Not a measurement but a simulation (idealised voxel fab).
process module | voxel plated lines
cross-section cut | 260 nm wide | cells 5 nm
A cross-section is a grid of square cells, given in bands from the top down. A band is one or more rows of cells.
Each band's line starts with the height of the band's top and of its bottom, in nm. Then come its materials from left to right, each with its width in nm. One material with "throughout" fills the band from edge to edge. "air" is empty space.
Height 0 is the level under which the wafer as received is all one material. The lowest band goes on downwards, as in "0 down".
A width such as "30 to 40" changes by the same amount from each row of cells to the next, from the band's top row to its bottom row.
"no change" after a step means that no cell of the cross-section changed.
closed voids: empty space of 8 cells or more with no open way to the top, each as width x height at its distance from the left edge, in nm
after a step's settings: what the simulator itself notes on the step
overlay nm, on a step with a mask: how far to the right of its planned place the mask lay; to the left if negative
plan
1 op RECEIVE | material Si
2 op CONFORMAL_DEP | material SiO2 | thk nm 10
3 op DIRECTIONAL_DEP | material TiN | thk nm 5
4 op PATTERN | tone open | mask id LINES | material resist | width nm 20 | pitch nm 35 | thk nm 35 | overlay nm 0
5 op EPI | material Ru | thk nm 10
6 op EPI | material Ru | thk nm 5
7 op EPI | material Ru | thk nm 5
8 op STRIP | etch materials resist
9 op DIRECTIONAL_ETCH | etch materials TiN | depth nm 5
10 op CONFORMAL_DEP | material SiN | thk nm 5
as received, after step 1
  0 down: Si throughout
  closed voids: none
first wafer at the end, as planned
  40 to 35: air 80 | SiN 30 | air 5 | SiN 30 | air 5 | SiN 30 | air 80
  35 to 15: air 80 | SiN 5 | Ru 20 | SiN 5 | air 5 | SiN 5 | Ru 20 | SiN 5 | air 5 | SiN 5 | Ru 20 | SiN 5 | air 80
  15 to 10: SiN 85 | TiN 20 | SiN 15 | TiN 20 | SiN 15 | TiN 20 | SiN 85
  10 to 0: SiO2 throughout
  0 down: Si throughout
  closed voids: none
second wafer at the end: like start, like plan, one mistake
  50 to 45: air 80 | SiN 30 | air 5 | SiN 30 | air 5 | SiN 30 | air 80
  45 to 15: air 80 | SiN 5 | Ru 20 | SiN 5 | air 5 | SiN 5 | Ru 20 | SiN 5 | air 5 | SiN 5 | Ru 20 | SiN 5 | air 80
  15 to 10: SiN 85 | TiN 20 | SiN 15 | TiN 20 | SiN 15 | TiN 20 | SiN 85
  10 to 0: SiO2 throughout
  0 down: Si throughout
  closed voids: none
what went wrong: step 5 was run twice
at the end the second wafer has, in cells: 24 more of Ru | 12 more of SiN
